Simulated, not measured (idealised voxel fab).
The following process module bears the name voxel local oxidation.
This is section cut - it's 140 nm across, gridded in 5 nm square cells.
A cross-section is written here as square cells arranged in a grid, and it is given in bands from the top down, each band taking up one or more rows of cells.
The entry gives the band's vertical extent as a top height and a bottom height in nm, then its horizontal make-up as materials from left to right, each with a width in nm. "blank" stands for empty space; a single material marked "full width" fills the band edge to edge.
Height reference: 0 = level under which incoming wafer is all one material. Lowest band: no bottom, runs on downward, e.g. "0 and below".
A width such as "30->40" changes by the same amount from each row of cells to the next, from the band's top row to its bottom row.
For the purposes of this document, the phrase "nothing altered" attached to a step denotes that no cell within the cross-section was modified by that step.
The label "Closed void list" introduces a list of the empty spaces, 8 cells or larger, that have no open way up to the top; each entry in it reads width x height at distance, where the distance is taken from the left edge and all three are stated in nm.
It should be noted that, on the line of a given step, the content following the step's settings is a remark produced by the simulator itself with respect to that step.
For masked steps, "overlay nm" on the step line gives how far right of plan the mask actually lay; a minus sign means it lay to the left.

# The process steps that were planned are listed below
1 RECEIVE, material Si
2 OXIDIZE, depth nm 5
3 CONFORMAL_DEP, material SiN, thk nm 10
4 PATTERN, tone cover, mask id ACTIVE, material resist, width nm 95, thk nm 15, overlay nm 0
5 DIRECTIONAL_ETCH, etch materials SiN, depth nm 5
6 STRIP, etch materials resist
7 SELECTIVE_ETCH, etch materials SiO2, depth nm 5
8 OXIDIZE, depth nm 10
9 STRIP, etch materials SiN
Same starting wafers, different depth nm at step 5. Plan value belongs to the first wafer.

# This is how the first of several wafers looked in cross-section when it arrived, which is after step 1
    0 and below = Si full width
    Closed void list: none

# Take any row and you have a wafer at the end of the module: how many cells of each material it has gained (+) or lost (-) since it was received, and then its closed voids
depth nm 5, -28 Si, +28 SiO2, Closed void list: none
depth nm 10, -58 Si, +47 SiO2, Closed void list: none
depth nm 15, -58 Si, +47 SiO2, Closed void list: none
depth nm 20, -58 Si, +47 SiO2, Closed void list: none
depth nm 25, -58 Si, +47 SiO2, Closed void list: none
